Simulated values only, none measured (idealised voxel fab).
process module | voxel transistor to metal
cross-section cut | 140 nm wide | cells 5 nm
A cross-section is a grid of square cells, given in bands from the top down. A band is one or more rows of cells.
Each band's line starts with the height of the band's top and of its bottom, in nm. Then come its materials from left to right, each with its width in nm. One material with "throughout" fills the band from edge to edge. "air" is empty space.
Height 0 is the level under which the wafer as received is all one material. The lowest band goes on downwards, as in "0 down".
A width such as "30 to 40" changes by the same amount from each row of cells to the next, from the band's top row to its bottom row.
"no change" after a step means that no cell of the cross-section changed.
closed voids: empty space of 8 cells or more with no open way to the top, each as width x height at its distance from the left edge, in nm
after a step's settings: what the simulator itself notes on the step
overlay nm, on a step with a mask: how far to the right of its planned place the mask lay; to the left if negative
plan
1 op RECEIVE | material Si
2 op OXIDIZE | depth nm 5
3 op CONFORMAL_DEP | material SiN | thk nm 15
4 op PATTERN | tone cover | mask id ACTIVE | material resist | width nm 100 | thk nm 15 | overlay nm 0
5 op DIRECTIONAL_ETCH | etch materials SiN | depth nm 15
6 op DIRECTIONAL_ETCH | etch materials SiO2 | depth nm 5
7 op DIRECTIONAL_ETCH | etch materials Si | depth nm 30
8 op STRIP | etch materials resist
9 op OXIDIZE | depth nm 5
10 op FILL_DEP | material SiO2 | thk nm 10
11 op CMP | height nm 15
12 op SELECTIVE_ETCH | etch materials SiO2 | depth nm 5
13 op STRIP | etch materials SiN
14 op SELECTIVE_ETCH | etch materials SiO2 | depth nm 5
15 op OXIDIZE | depth nm 5
16 op DIRECTIONAL_DEP | material polySi | thk nm 20
17 op DIRECTIONAL_DEP | material SiCN | thk nm 15
18 op DIRECTIONAL_DEP | material aC | thk nm 15
19 op PATTERN | tone cover | mask id GATE | material resist | width nm 20 | thk nm 35 | overlay nm 0
20 op DIRECTIONAL_ETCH | etch materials aC | depth nm 15
21 op STRIP | etch materials resist
22 op DIRECTIONAL_ETCH | etch materials SiCN | depth nm 25
23 op DIRECTIONAL_ETCH | etch materials polySi | depth nm 30
24 op STRIP | etch materials aC
25 op CONFORMAL_DEP | material SiN | thk nm 10
26 op DIRECTIONAL_ETCH | etch materials SiN | depth nm 10
27 op DIRECTIONAL_ETCH | etch materials SiO2 | depth nm 5
28 op DIRECTIONAL_ETCH | etch materials Si | depth nm 15
29 op EPI | material nSi | thk nm 15
30 op FILL_DEP | material SiO2 | thk nm 10
31 op CMP | height nm 30
32 op DIRECTIONAL_DEP | material SiO2 | thk nm 10
33 op DIRECTIONAL_DEP | material aC | thk nm 15
34 op PATTERN | tone open | mask id CONTACT | material resist | width nm 25 | pitch nm 55 | thk nm 35 | overlay nm 0
35 op DIRECTIONAL_ETCH | etch materials aC | depth nm 15
36 op STRIP | etch materials resist
37 op DIRECTIONAL_ETCH | etch materials SiO2 | depth nm 50
38 op STRIP | etch materials aC
39 op CONFORMAL_DEP | material TiN | thk nm 5
40 op FILL_DEP | material W | thk nm 10
41 op CMP | height nm 40
42 op CONFORMAL_DEP | material SiN | thk nm 5
43 op DIRECTIONAL_DEP | material SiO2 | thk nm 25
44 op MASKED_ETCH | tone open | mask id METAL_1 | width nm 15 | pitch nm 65 | etch materials SiO2 | depth nm 25 | overlay nm 0
45 op MASKED_ETCH | tone open | mask id METAL_1 | width nm 15 | pitch nm 65 | etch materials SiN | depth nm 5 | overlay nm 0
46 op CONFORMAL_DEP | material TiN | thk nm 5
47 op FILL_DEP | material Ru | thk nm 10
48 op CMP | height nm 70
49 op CONFORMAL_DEP | material SiCN | thk nm 5
50 op DIRECTIONAL_DEP | material lowk | thk nm 25
51 op PATTERN | tone open | mask id METAL_2 | material resist | width nm 15 | pitch nm 65 | thk nm 15 | overlay nm 0
52 op DIRECTIONAL_ETCH | etch materials lowk | depth nm 15
53 op STRIP | etch materials resist
54 op PATTERN | tone open | mask id METAL_2_HOLES | material resist | width nm 15 | pitch nm 65 | thk nm 20 | overlay nm 0
55 op DIRECTIONAL_ETCH | etch materials lowk | depth nm 10
56 op DIRECTIONAL_ETCH | etch materials SiCN | depth nm 5
57 op STRIP | etch materials resist
58 op CONFORMAL_DEP | material TiN | thk nm 5
59 op FILL_DEP | material Cu | thk nm 10
60 op CMP | height nm 100
61 op CONFORMAL_DEP | material SiN | thk nm 5
first wafer, as planned
as received, after step 1
  0 down: Si throughout
  closed voids: none
after step 2
  0 to -5: SiO2 throughout
  below -5: unchanged
after step 3
  15 to 0: SiN throughout
  below 0: unchanged
after step 4
  30 to 15: air 20 | resist 100 | air 20
  below 15: unchanged
after step 5
  30 to 15: air 20 | resist 100 | air 20
  15 to 0: air 20 | SiN 100 | air 20
  below 0: unchanged
after step 6
  30 to 15: air 20 | resist 100 | air 20
  15 to 0: air 20 | SiN 100 | air 20
  0 to -5: air 20 | SiO2 100 | air 20
  below -5: unchanged
after step 7
  30 to 15: air 20 | resist 100 | air 20
  15 to 0: air 20 | SiN 100 | air 20
  0 to -5: air 20 | SiO2 100 | air 20
  -5 to -35: air 20 | Si 100 | air 20
  below -35: unchanged
after step 8
  15 to 0: air 20 | SiN 100 | air 20
  below 0: unchanged
after step 9
  15 to 0: air 20 | SiN 100 | air 20
  0 to -5: air 20 | SiO2 100 | air 20
  -5 to -35: air 20 | SiO2 5 | Si 90 | SiO2 5 | air 20
  -35 to -40: SiO2 25 | Si 90 | SiO2 25
  below -40: unchanged
after step 10
  25 to 15: SiO2 throughout
  15 to 0: SiO2 20 | SiN 100 | SiO2 20
  0 to -5: SiO2 throughout
  -5 to -40: SiO2 25 | Si 90 | SiO2 25
  below -40: unchanged
after step 11
  15 to 0: SiO2 20 | SiN 100 | SiO2 20
  below 0: unchanged
after step 12
  15 to 10: air 20 | SiN 100 | air 20
  below 10: unchanged
after step 13
  10 to 0: SiO2 20 | air 100 | SiO2 20
  below 0: unchanged
after step 14
  5 to -5: SiO2 15 | air 110 | SiO2 15
  below -5: unchanged
after step 15
  5 to -5: SiO2 15 | air 110 | SiO2 15
  -5 to -10: SiO2 throughout
  below -10: unchanged
after step 16
  25 to 15: polySi 15 | air 110 | polySi 15
  15 to 5: polySi throughout
  5 to -5: SiO2 15 | polySi 110 | SiO2 15
  below -5: unchanged
after step 17
  40 to 30: SiCN 15 | air 110 | SiCN 15
  30 to 25: SiCN throughout
  25 to 15: polySi 15 | SiCN 110 | polySi 15
  below 15: unchanged
after step 18
  55 to 45: aC 15 | air 110 | aC 15
  45 to 40: aC throughout
  40 to 30: SiCN 15 | aC 110 | SiCN 15
  below 30: unchanged
after step 19
  90 to 55: air 60 | resist 20 | air 60
  55 to 45: aC 15 | air 45 | resist 20 | air 45 | aC 15
  below 45: unchanged
after step 20
  75 to 45: air 60 | resist 20 | air 60
  45 to 40: air 60 | aC 20 | air 60
  40 to 30: SiCN 15 | air 45 | aC 20 | air 45 | SiCN 15
  below 30: unchanged
after step 21
  45 to 40: air 60 | aC 20 | air 60
  below 40: unchanged
after step 22
  45 to 30: air 60 | aC 20 | air 60
  30 to 25: air 60 | SiCN 20 | air 60
  25 to 15: polySi 15 | air 45 | SiCN 20 | air 45 | polySi 15
  below 15: unchanged
after step 23
  45 to 30: air 60 | aC 20 | air 60
  30 to 15: air 60 | SiCN 20 | air 60
  15 to 5: air 60 | polySi 20 | air 60
  5 to -5: SiO2 15 | air 45 | polySi 20 | air 45 | SiO2 15
  below -5: unchanged
after step 24
  30 to 15: air 60 | SiCN 20 | air 60
  below 15: unchanged
after step 25
  40 to 30: air 50 | SiN 40 | air 50
  30 to 15: air 50 | SiN 10 | SiCN 20 | SiN 10 | air 50
  15 to 5: SiN 25 | air 25 | SiN 10 | polySi 20 | SiN 10 | air 25 | SiN 25
  5 to -5: SiO2 15 | SiN 45 | polySi 20 | SiN 45 | SiO2 15
  below -5: unchanged
after step 26
  30 to 15: air 50 | SiN 10 | SiCN 20 | SiN 10 | air 50
  15 to 5: air 50 | SiN 10 | polySi 20 | SiN 10 | air 50
  5 to -5: SiO2 15 | SiN 10 | air 25 | SiN 10 | polySi 20 | SiN 10 | air 25 | SiN 10 | SiO2 15
  below -5: unchanged
after step 27
  30 to 15: air 50 | SiN 10 | SiCN 20 | SiN 10 | air 50
  15 to 5: air 50 | SiN 10 | polySi 20 | SiN 10 | air 50
  5 to 0: air 15 | SiN 10 | air 25 | SiN 10 | polySi 20 | SiN 10 | air 25 | SiN 10 | air 15
  0 to -5: SiO2 15 | SiN 10 | air 25 | SiN 10 | polySi 20 | SiN 10 | air 25 | SiN 10 | SiO2 15
  -5 to -10: SiO2 25 | air 25 | SiO2 40 | air 25 | SiO2 25
  below -10: unchanged
after step 28
  30 to 15: air 50 | SiN 10 | SiCN 20 | SiN 10 | air 50
  15 to 5: air 50 | SiN 10 | polySi 20 | SiN 10 | air 50
  5 to 0: air 15 | SiN 10 | air 25 | SiN 10 | polySi 20 | SiN 10 | air 25 | SiN 10 | air 15
  0 to -5: SiO2 15 | SiN 10 | air 25 | SiN 10 | polySi 20 | SiN 10 | air 25 | SiN 10 | SiO2 15
  -5 to -10: SiO2 25 | air 25 | SiO2 40 | air 25 | SiO2 25
  -10 to -25: SiO2 25 | air 25 | Si 40 | air 25 | SiO2 25
  below -25: unchanged
after step 29
  30 to 15: air 50 | SiN 10 | SiCN 20 | SiN 10 | air 50
  15 to 5: air 50 | SiN 10 | polySi 20 | SiN 10 | air 50
  5 to 0: air 15 | SiN 10 | air 10 | nSi 15 | SiN 10 | polySi 20 | SiN 10 | nSi 15 | air 10 | SiN 10 | air 15
  0 to -5: SiO2 15 | SiN 10 | air 10 | nSi 15 | SiN 10 | polySi 20 | SiN 10 | nSi 15 | air 10 | SiN 10 | SiO2 15
  -5 to -10: SiO2 25 | air 10 | nSi 15 | SiO2 40 | nSi 15 | air 10 | SiO2 25
  -10 to -25: SiO2 25 | nSi 25 | Si 40 | nSi 25 | SiO2 25
  below -25: unchanged
after step 30
  40 to 30: SiO2 throughout
  30 to 15: SiO2 50 | SiN 10 | SiCN 20 | SiN 10 | SiO2 50
  15 to 5: SiO2 50 | SiN 10 | polySi 20 | SiN 10 | SiO2 50
  5 to -5: SiO2 15 | SiN 10 | SiO2 10 | nSi 15 | SiN 10 | polySi 20 | SiN 10 | nSi 15 | SiO2 10 | SiN 10 | SiO2 15
  -5 to -10: SiO2 35 | nSi 15 | SiO2 40 | nSi 15 | SiO2 35
  below -10: unchanged
after step 31
  30 to 15: SiO2 50 | SiN 10 | SiCN 20 | SiN 10 | SiO2 50
  below 15: unchanged
after step 32
  40 to 30: SiO2 throughout
  below 30: unchanged
after step 33
  55 to 40: aC throughout
  below 40: unchanged
after step 34
  90 to 55: resist 30 | air 25 | resist 30 | air 25 | resist 30
  below 55: unchanged
after step 35
  75 to 55: resist 30 | air 25 | resist 30 | air 25 | resist 30
  55 to 40: aC 30 | air 25 | aC 30 | air 25 | aC 30
  below 40: unchanged
after step 36
  55 to 40: aC 30 | air 25 | aC 30 | air 25 | aC 30
  below 40: unchanged
after step 37
  55 to 40: aC 30 | air 25 | aC 30 | air 25 | aC 30
  40 to 30: SiO2 30 | air 25 | SiO2 30 | air 25 | SiO2 30
  30 to 15: SiO2 30 | air 20 | SiN 10 | SiCN 20 | SiN 10 | air 20 | SiO2 30
  15 to 5: SiO2 30 | air 20 | SiN 10 | polySi 20 | SiN 10 | air 20 | SiO2 30
  5 to -5: SiO2 15 | SiN 10 | SiO2 5 | air 5 | nSi 15 | SiN 10 | polySi 20 | SiN 10 | nSi 15 | air 5 | SiO2 5 | SiN 10 | SiO2 15
  -5 to -10: SiO2 30 | air 5 | nSi 15 | SiO2 40 | nSi 15 | air 5 | SiO2 30
  below -10: unchanged
after step 38
  40 to 30: SiO2 30 | air 25 | SiO2 30 | air 25 | SiO2 30
  below 30: unchanged
after step 39
  45 to 40: TiN 35 | air 15 | TiN 40 | air 15 | TiN 35
  40 to 30: SiO2 30 | TiN 5 | air 15 to 10 | TiN 5 to 10 | SiO2 30 | TiN 5 to 10 | air 15 to 10 | TiN 5 | SiO2 30
  30 to 15: SiO2 30 | TiN 5 | air 10 | TiN 5 | SiN 10 | SiCN 20 | SiN 10 | TiN 5 | air 10 | TiN 5 | SiO2 30
  15 to 10: SiO2 30 | TiN 5 | air 10 | TiN 5 | SiN 10 | polySi 20 | SiN 10 | TiN 5 | air 10 | TiN 5 | SiO2 30
  10 to 5: SiO2 30 | TiN 20 | SiN 10 | polySi 20 | SiN 10 | TiN 20 | SiO2 30
  5 to -5: SiO2 15 | SiN 10 | SiO2 5 | TiN 5 | nSi 15 | SiN 10 | polySi 20 | SiN 10 | nSi 15 | TiN 5 | SiO2 5 | SiN 10 | SiO2 15
  -5 to -10: SiO2 30 | TiN 5 | nSi 15 | SiO2 40 | nSi 15 | TiN 5 | SiO2 30
  below -10: unchanged
after step 40
  55 to 45: W throughout
  45 to 40: TiN 35 | W 15 | TiN 40 | W 15 | TiN 35
  40 to 30: SiO2 30 | TiN 5 | W 15 to 10 | TiN 5 to 10 | SiO2 30 | TiN 5 to 10 | W 15 to 10 | TiN 5 | SiO2 30
  30 to 15: SiO2 30 | TiN 5 | W 10 | TiN 5 | SiN 10 | SiCN 20 | SiN 10 | TiN 5 | W 10 | TiN 5 | SiO2 30
  15 to 10: SiO2 30 | TiN 5 | W 10 | TiN 5 | SiN 10 | polySi 20 | SiN 10 | TiN 5 | W 10 | TiN 5 | SiO2 30
  below 10: unchanged
after step 41
  40 to 30: SiO2 30 | TiN 5 | W 15 to 10 | TiN 5 to 10 | SiO2 30 | TiN 5 to 10 | W 15 to 10 | TiN 5 | SiO2 30
  below 30: unchanged
after step 42
  45 to 40: SiN throughout
  below 40: unchanged
after step 43
  70 to 45: SiO2 throughout
  below 45: unchanged
after step 44
  70 to 45: SiO2 30 | air 15 | SiO2 50 | air 15 | SiO2 30
  below 45: unchanged
after step 45
  70 to 45: SiO2 30 | air 15 | SiO2 50 | air 15 | SiO2 30
  45 to 40: SiN 30 | air 15 | SiN 50 | air 15 | SiN 30
  below 40: unchanged
after step 46
  75 to 70: TiN 35 | air 5 | TiN 60 | air 5 | TiN 35
  70 to 45: SiO2 30 | TiN 5 | air 5 | TiN 5 | SiO2 50 | TiN 5 | air 5 | TiN 5 | SiO2 30
  45 to 40: SiN 30 | TiN 15 | SiN 50 | TiN 15 | SiN 30
  below 40: unchanged
after step 47
  85 to 75: Ru throughout
  75 to 70: TiN 35 | Ru 5 | TiN 60 | Ru 5 | TiN 35
  70 to 45: SiO2 30 | TiN 5 | Ru 5 | TiN 5 | SiO2 50 | TiN 5 | Ru 5 | TiN 5 | SiO2 30
  below 45: unchanged
after step 48
  70 to 45: SiO2 30 | TiN 5 | Ru 5 | TiN 5 | SiO2 50 | TiN 5 | Ru 5 | TiN 5 | SiO2 30
  below 45: unchanged
after step 49
  75 to 70: SiCN throughout
  below 70: unchanged
after step 50
  100 to 75: lowk throughout
  below 75: unchanged
after step 51
  115 to 100: resist 30 | air 15 | resist 50 | air 15 | resist 30
  below 100: unchanged
after step 52
  115 to 100: resist 30 | air 15 | resist 50 | air 15 | resist 30
  100 to 85: lowk 30 | air 15 | lowk 50 | air 15 | lowk 30
  below 85: unchanged
after step 53
  100 to 85: lowk 30 | air 15 | lowk 50 | air 15 | lowk 30
  below 85: unchanged
after step 54
  120 to 100: resist 30 | air 15 | resist 50 | air 15 | resist 30
  below 100: unchanged
after step 55
  120 to 100: resist 30 | air 15 | resist 50 | air 15 | resist 30
  100 to 75: lowk 30 | air 15 | lowk 50 | air 15 | lowk 30
  below 75: unchanged
after step 56
  120 to 100: resist 30 | air 15 | resist 50 | air 15 | resist 30
  100 to 75: lowk 30 | air 15 | lowk 50 | air 15 | lowk 30
  75 to 70: SiCN 30 | air 15 | SiCN 50 | air 15 | SiCN 30
  below 70: unchanged
after step 57
  100 to 75: lowk 30 | air 15 | lowk 50 | air 15 | lowk 30
  below 75: unchanged
after step 58
  105 to 100: TiN 35 | air 5 | TiN 60 | air 5 | TiN 35
  100 to 75: lowk 30 | TiN 5 | air 5 | TiN 5 | lowk 50 | TiN 5 | air 5 | TiN 5 | lowk 30
  75 to 70: SiCN 30 | TiN 15 | SiCN 50 | TiN 15 | SiCN 30
  below 70: unchanged
after step 59
  115 to 105: Cu throughout
  105 to 100: TiN 35 | Cu 5 | TiN 60 | Cu 5 | TiN 35
  100 to 75: lowk 30 | TiN 5 | Cu 5 | TiN 5 | lowk 50 | TiN 5 | Cu 5 | TiN 5 | lowk 30
  below 75: unchanged
after step 60
  100 to 75: lowk 30 | TiN 5 | Cu 5 | TiN 5 | lowk 50 | TiN 5 | Cu 5 | TiN 5 | lowk 30
  below 75: unchanged
after step 61
  105 to 100: SiN throughout
  below 100: unchanged
second wafer: like start, like plan, one mistake. Through step 3 it matches the first wafer
when step 4 should have ended
  30 to 15: air 25 | resist 100 | air 15
  below 15: unchanged
when step 5 should have ended
  30 to 15: air 25 | resist 100 | air 15
  15 to 0: air 25 | SiN 100 | air 15
  below 0: unchanged
when step 6 should have ended
  30 to 15: air 25 | resist 100 | air 15
  15 to 0: air 25 | SiN 100 | air 15
  0 to -5: air 25 | SiO2 100 | air 15
  below -5: unchanged
when step 7 should have ended
  30 to 15: air 25 | resist 100 | air 15
  15 to 0: air 25 | SiN 100 | air 15
  0 to -5: air 25 | SiO2 100 | air 15
  -5 to -35: air 25 | Si 100 | air 15
  below -35: unchanged
when step 8 should have ended
  15 to 0: air 25 | SiN 100 | air 15
  below 0: unchanged
when step 9 should have ended
  15 to 0: air 25 | SiN 100 | air 15
  0 to -5: air 25 | SiO2 100 | air 15
  -5 to -35: air 25 | SiO2 5 | Si 90 | SiO2 5 | air 15
  -35 to -40: SiO2 30 | Si 90 | SiO2 20
  below -40: unchanged
when step 10 should have ended
  25 to 15: SiO2 throughout
  15 to 0: SiO2 25 | SiN 100 | SiO2 15
  0 to -5: SiO2 throughout
  -5 to -40: SiO2 30 | Si 90 | SiO2 20
  below -40: unchanged
when step 11 should have ended
  15 to 0: SiO2 25 | SiN 100 | SiO2 15
  below 0: unchanged
when step 12 should have ended
  15 to 10: air 25 | SiN 100 | air 15
  below 10: unchanged
when step 13 should have ended
  10 to 0: SiO2 25 | air 100 | SiO2 15
  below 0: unchanged
when step 14 should have ended
  5 to -5: SiO2 20 | air 110 | SiO2 10
  below -5: unchanged
when step 15 should have ended
  5 to -5: SiO2 20 | air 110 | SiO2 10
  -5 to -10: SiO2 throughout
  below -10: unchanged
when step 16 should have ended
  25 to 15: polySi 20 | air 110 | polySi 10
  15 to 5: polySi throughout
  5 to -5: SiO2 20 | polySi 110 | SiO2 10
  below -5: unchanged
when step 17 should have ended
  40 to 30: SiCN 20 | air 110 | SiCN 10
  30 to 25: SiCN throughout
  25 to 15: polySi 20 | SiCN 110 | polySi 10
  below 15: unchanged
when step 18 should have ended
  55 to 45: aC 20 | air 110 | aC 10
  45 to 40: aC throughout
  40 to 30: SiCN 20 | aC 110 | SiCN 10
  below 30: unchanged
when step 19 should have ended
  90 to 55: air 60 | resist 20 | air 60
  55 to 45: aC 20 | air 40 | resist 20 | air 50 | aC 10
  below 45: unchanged
when step 20 should have ended
  75 to 45: air 60 | resist 20 | air 60
  45 to 40: air 60 | aC 20 | air 60
  40 to 30: SiCN 20 | air 40 | aC 20 | air 50 | SiCN 10
  below 30: unchanged
when step 21 should have ended
  45 to 40: air 60 | aC 20 | air 60
  below 40: unchanged
when step 22 should have ended
  45 to 30: air 60 | aC 20 | air 60
  30 to 25: air 60 | SiCN 20 | air 60
  25 to 15: polySi 20 | air 40 | SiCN 20 | air 50 | polySi 10
  below 15: unchanged
when step 23 should have ended
  45 to 30: air 60 | aC 20 | air 60
  30 to 15: air 60 | SiCN 20 | air 60
  15 to 5: air 60 | polySi 20 | air 60
  5 to -5: SiO2 20 | air 40 | polySi 20 | air 50 | SiO2 10
  below -5: unchanged
when step 24 should have ended
  30 to 15: air 60 | SiCN 20 | air 60
  below 15: unchanged
when step 25 should have ended
  40 to 30: air 50 | SiN 40 | air 50
  30 to 15: air 50 | SiN 10 | SiCN 20 | SiN 10 | air 50
  15 to 5: SiN 30 | air 20 | SiN 10 | polySi 20 | SiN 10 | air 30 | SiN 20
  5 to -5: SiO2 20 | SiN 40 | polySi 20 | SiN 50 | SiO2 10
  below -5: unchanged
when step 26 should have ended
  30 to 15: air 50 | SiN 10 | SiCN 20 | SiN 10 | air 50
  15 to 5: air 50 | SiN 10 | polySi 20 | SiN 10 | air 50
  5 to -5: SiO2 20 | SiN 10 | air 20 | SiN 10 | polySi 20 | SiN 10 | air 30 | SiN 10 | SiO2 10
  below -5: unchanged
when step 27 should have ended
  30 to 15: air 50 | SiN 10 | SiCN 20 | SiN 10 | air 50
  15 to 5: air 50 | SiN 10 | polySi 20 | SiN 10 | air 50
  5 to 0: air 20 | SiN 10 | air 20 | SiN 10 | polySi 20 | SiN 10 | air 30 | SiN 10 | air 10
  0 to -5: SiO2 20 | SiN 10 | air 20 | SiN 10 | polySi 20 | SiN 10 | air 30 | SiN 10 | SiO2 10
  -5 to -10: SiO2 30 | air 20 | SiO2 40 | air 30 | SiO2 20
  below -10: unchanged
when step 28 should have ended
  30 to 15: air 50 | SiN 10 | SiCN 20 | SiN 10 | air 50
  15 to 5: air 50 | SiN 10 | polySi 20 | SiN 10 | air 50
  5 to 0: air 20 | SiN 10 | air 20 | SiN 10 | polySi 20 | SiN 10 | air 30 | SiN 10 | air 10
  0 to -5: SiO2 20 | SiN 10 | air 20 | SiN 10 | polySi 20 | SiN 10 | air 30 | SiN 10 | SiO2 10
  -5 to -10: SiO2 30 | air 20 | SiO2 40 | air 30 | SiO2 20
  -10 to -25: SiO2 30 | air 20 | Si 40 | air 30 | SiO2 20
  below -25: unchanged
when step 29 should have ended
  30 to 15: air 50 | SiN 10 | SiCN 20 | SiN 10 | air 50
  15 to 5: air 50 | SiN 10 | polySi 20 | SiN 10 | air 50
  5 to 0: air 20 | SiN 10 | air 5 | nSi 15 | SiN 10 | polySi 20 | SiN 10 | nSi 15 | air 15 | SiN 10 | air 10
  0 to -5: SiO2 20 | SiN 10 | air 5 | nSi 15 | SiN 10 | polySi 20 | SiN 10 | nSi 15 | air 15 | SiN 10 | SiO2 10
  -5 to -10: SiO2 30 | air 5 | nSi 15 | SiO2 40 | nSi 15 | air 15 | SiO2 20
  -10 to -25: SiO2 30 | nSi 20 | Si 40 | nSi 30 | SiO2 20
  below -25: unchanged
when step 30 should have ended
  40 to 30: SiO2 throughout
  30 to 15: SiO2 50 | SiN 10 | SiCN 20 | SiN 10 | SiO2 50
  15 to 5: SiO2 50 | SiN 10 | polySi 20 | SiN 10 | SiO2 50
  5 to -5: SiO2 20 | SiN 10 | SiO2 5 | nSi 15 | SiN 10 | polySi 20 | SiN 10 | nSi 15 | SiO2 15 | SiN 10 | SiO2 10
  -5 to -10: SiO2 35 | nSi 15 | SiO2 40 | nSi 15 | SiO2 35
  below -10: unchanged
when step 31 should have ended
  30 to 15: SiO2 50 | SiN 10 | SiCN 20 | SiN 10 | SiO2 50
  below 15: unchanged
when step 32 should have ended
  40 to 30: SiO2 throughout
  below 30: unchanged
when step 33 should have ended
  55 to 40: aC throughout
  below 40: unchanged
when step 34 should have ended
  90 to 55: resist 30 | air 25 | resist 30 | air 25 | resist 30
  below 55: unchanged
when step 35 should have ended
  75 to 55: resist 30 | air 25 | resist 30 | air 25 | resist 30
  55 to 40: aC 30 | air 25 | aC 30 | air 25 | aC 30
  below 40: unchanged
when step 36 should have ended
  55 to 40: aC 30 | air 25 | aC 30 | air 25 | aC 30
  below 40: unchanged
when step 37 should have ended
  55 to 40: aC 30 | air 25 | aC 30 | air 25 | aC 30
  40 to 30: SiO2 30 | air 25 | SiO2 30 | air 25 | SiO2 30
  30 to 15: SiO2 30 | air 20 | SiN 10 | SiCN 20 | SiN 10 | air 20 | SiO2 30
  15 to 5: SiO2 30 | air 20 | SiN 10 | polySi 20 | SiN 10 | air 20 | SiO2 30
  5 to -5: SiO2 20 | SiN 10 | air 5 | nSi 15 | SiN 10 | polySi 20 | SiN 10 | nSi 15 | air 5 | SiO2 10 | SiN 10 | SiO2 10
  -5 to -10: SiO2 30 | air 5 | nSi 15 | SiO2 40 | nSi 15 | air 5 | SiO2 30
  below -10: unchanged
when step 38 should have ended
  40 to 30: SiO2 30 | air 25 | SiO2 30 | air 25 | SiO2 30
  below 30: unchanged
when step 39 should have ended
  45 to 40: TiN 35 | air 15 | TiN 40 | air 15 | TiN 35
  40 to 30: SiO2 30 | TiN 5 | air 15 to 10 | TiN 5 to 10 | SiO2 30 | TiN 5 to 10 | air 15 to 10 | TiN 5 | SiO2 30
  30 to 15: SiO2 30 | TiN 5 | air 10 | TiN 5 | SiN 10 | SiCN 20 | SiN 10 | TiN 5 | air 10 | TiN 5 | SiO2 30
  15 to 10: SiO2 30 | TiN 5 | air 10 | TiN 5 | SiN 10 | polySi 20 | SiN 10 | TiN 5 | air 10 | TiN 5 | SiO2 30
  10 to 5: SiO2 30 | TiN 20 | SiN 10 | polySi 20 | SiN 10 | TiN 20 | SiO2 30
  5 to -5: SiO2 20 | SiN 10 | TiN 5 | nSi 15 | SiN 10 | polySi 20 | SiN 10 | nSi 15 | TiN 5 | SiO2 10 | SiN 10 | SiO2 10
  -5 to -10: SiO2 30 | TiN 5 | nSi 15 | SiO2 40 | nSi 15 | TiN 5 | SiO2 30
  below -10: unchanged
when step 40 should have ended
  55 to 45: W throughout
  45 to 40: TiN 35 | W 15 | TiN 40 | W 15 | TiN 35
  40 to 30: SiO2 30 | TiN 5 | W 15 to 10 | TiN 5 to 10 | SiO2 30 | TiN 5 to 10 | W 15 to 10 | TiN 5 | SiO2 30
  30 to 15: SiO2 30 | TiN 5 | W 10 | TiN 5 | SiN 10 | SiCN 20 | SiN 10 | TiN 5 | W 10 | TiN 5 | SiO2 30
  15 to 10: SiO2 30 | TiN 5 | W 10 | TiN 5 | SiN 10 | polySi 20 | SiN 10 | TiN 5 | W 10 | TiN 5 | SiO2 30
  below 10: unchanged
when step 41 should have ended
  40 to 30: SiO2 30 | TiN 5 | W 15 to 10 | TiN 5 to 10 | SiO2 30 | TiN 5 to 10 | W 15 to 10 | TiN 5 | SiO2 30
  below 30: unchanged
when step 42 should have ended
  45 to 40: SiN throughout
  below 40: unchanged
when step 43 should have ended
  70 to 45: SiO2 throughout
  below 45: unchanged
when step 44 should have ended
  70 to 45: SiO2 30 | air 15 | SiO2 50 | air 15 | SiO2 30
  below 45: unchanged
when step 45 should have ended
  70 to 45: SiO2 30 | air 15 | SiO2 50 | air 15 | SiO2 30
  45 to 40: SiN 30 | air 15 | SiN 50 | air 15 | SiN 30
  below 40: unchanged
when step 46 should have ended
  75 to 70: TiN 35 | air 5 | TiN 60 | air 5 | TiN 35
  70 to 45: SiO2 30 | TiN 5 | air 5 | TiN 5 | SiO2 50 | TiN 5 | air 5 | TiN 5 | SiO2 30
  45 to 40: SiN 30 | TiN 15 | SiN 50 | TiN 15 | SiN 30
  below 40: unchanged
when step 47 should have ended
  85 to 75: Ru throughout
  75 to 70: TiN 35 | Ru 5 | TiN 60 | Ru 5 | TiN 35
  70 to 45: SiO2 30 | TiN 5 | Ru 5 | TiN 5 | SiO2 50 | TiN 5 | Ru 5 | TiN 5 | SiO2 30
  below 45: unchanged
when step 48 should have ended
  70 to 45: SiO2 30 | TiN 5 | Ru 5 | TiN 5 | SiO2 50 | TiN 5 | Ru 5 | TiN 5 | SiO2 30
  below 45: unchanged
when step 49 should have ended
  75 to 70: SiCN throughout
  below 70: unchanged
when step 50 should have ended
  100 to 75: lowk throughout
  below 75: unchanged
when step 51 should have ended
  115 to 100: resist 30 | air 15 | resist 50 | air 15 | resist 30
  below 100: unchanged
when step 52 should have ended
  115 to 100: resist 30 | air 15 | resist 50 | air 15 | resist 30
  100 to 85: lowk 30 | air 15 | lowk 50 | air 15 | lowk 30
  below 85: unchanged
when step 53 should have ended
  100 to 85: lowk 30 | air 15 | lowk 50 | air 15 | lowk 30
  below 85: unchanged
when step 54 should have ended
  120 to 100: resist 30 | air 15 | resist 50 | air 15 | resist 30
  below 100: unchanged
when step 55 should have ended
  120 to 100: resist 30 | air 15 | resist 50 | air 15 | resist 30
  100 to 75: lowk 30 | air 15 | lowk 50 | air 15 | lowk 30
  below 75: unchanged
when step 56 should have ended
  120 to 100: resist 30 | air 15 | resist 50 | air 15 | resist 30
  100 to 75: lowk 30 | air 15 | lowk 50 | air 15 | lowk 30
  75 to 70: SiCN 30 | air 15 | SiCN 50 | air 15 | SiCN 30
  below 70: unchanged
when step 57 should have ended
  100 to 75: lowk 30 | air 15 | lowk 50 | air 15 | lowk 30
  below 75: unchanged
when step 58 should have ended
  105 to 100: TiN 35 | air 5 | TiN 60 | air 5 | TiN 35
  100 to 75: lowk 30 | TiN 5 | air 5 | TiN 5 | lowk 50 | TiN 5 | air 5 | TiN 5 | lowk 30
  75 to 70: SiCN 30 | TiN 15 | SiCN 50 | TiN 15 | SiCN 30
  below 70: unchanged
when step 59 should have ended
  115 to 105: Cu throughout
  105 to 100: TiN 35 | Cu 5 | TiN 60 | Cu 5 | TiN 35
  100 to 75: lowk 30 | TiN 5 | Cu 5 | TiN 5 | lowk 50 | TiN 5 | Cu 5 | TiN 5 | lowk 30
  below 75: unchanged
when step 60 should have ended
  100 to 75: lowk 30 | TiN 5 | Cu 5 | TiN 5 | lowk 50 | TiN 5 | Cu 5 | TiN 5 | lowk 30
  below 75: unchanged
when step 61 should have ended
  105 to 100: SiN throughout
  below 100: unchanged
what went wrong: step 4 ran as: op PATTERN | tone cover | mask id ACTIVE | material resist | width nm 100 | thk nm 15 | overlay nm 5
at the end the second wafer has, in cells: as many of each material as the first, in other places
